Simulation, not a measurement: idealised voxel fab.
The process module presented herein is designated voxel local oxidation.
Shown is cross-section cut, with a width of 175 nm and square cells of size 5 nm.
Heads up, the way a cross-section reads in here is a grid of square cells, handed over as bands from the top down, with every band being one or more rows of cells.
Within each band entry, the heights of the top and of the bottom of the band appear first, in that order and in nm; the materials of the band then follow from left to right, each with its corresponding width in nm. The designation "full width" on a single material indicates that it fills the band from edge to edge; the designation "empty" indicates empty space.
Heights from 0 (as-received wafer is one material below). Bottom band endless downward, as "0..down".
The notation "30->40" denotes a width that varies across the rows of cells in the band, beginning at the first number in the top row, finishing at the second number in the bottom row, and changing by an identical amount from each row to the next.
No cell of the cross-section changed in a step that is given as "remains unaltered".
Closed-off voids of 8+ cells (no open route to the top) go in "Closed void listing", written width x height at distance from the left edge, in nm.
Step line, after settings: the simulator's comment on this step.
For masked steps, "overlay nm" on the step line gives how far right of plan the mask actually lay; a minus sign means it lay to the left.
BELOW IS THE LIST OF PLANNED PROCESS STEPS
- 1: RECEIVE with material Si
- 2: OXIDIZE with depth nm 5
- 3: CONFORMAL_DEP with material SiN, thk nm 15
- 4: PATTERN with tone cover, mask id ACTIVE, material resist, width nm 105, thk nm 15, overlay nm 0
- 5: DIRECTIONAL_ETCH with etch materials SiN, depth nm 15
- 6: STRIP with etch materials resist
- 7: SELECTIVE_ETCH with etch materials SiO2, depth nm 5
- 8: OXIDIZE with depth nm 10
- 9: STRIP with etch materials SiN
THE CROSS-SECTION HERE SHOWS THE WAFER AS RECEIVED, I.E. IN ITS STATE AFTER STEP 1
	0..down: Si full width
	Closed void listing: none
CROSS-SECTION, FIRST OF TWO WAFERS, END OF MODULE, RUN AS PLANNED
	0..-5: empty=40 / SiO2=95 / empty=40
	-5..-15: SiO2=50 / Si=75 / SiO2=50
	-15..down: Si full width
	Closed void listing: none
NOW THE SECOND WAFER, CROSS-SECTIONED AT THE END OF THE MODULE. NOTHING DIFFERENT AT THE START, NOTHING DIFFERENT IN THE PLAN COMPARED WITH THE FIRST, JUST ONE MISTAKE WHEN IT WAS ACTUALLY RUN
	10..-5: SiO2 full width
	-5..down: Si full width
	Closed void listing: none
Deviation from plan: step 3 was not run as planned; what actually ran was CONFORMAL_DEP with material SiO2, thk nm 15
Materials where the second wafer ends with more or fewer cells than the first: 40 more of Si, 46 more of SiO2
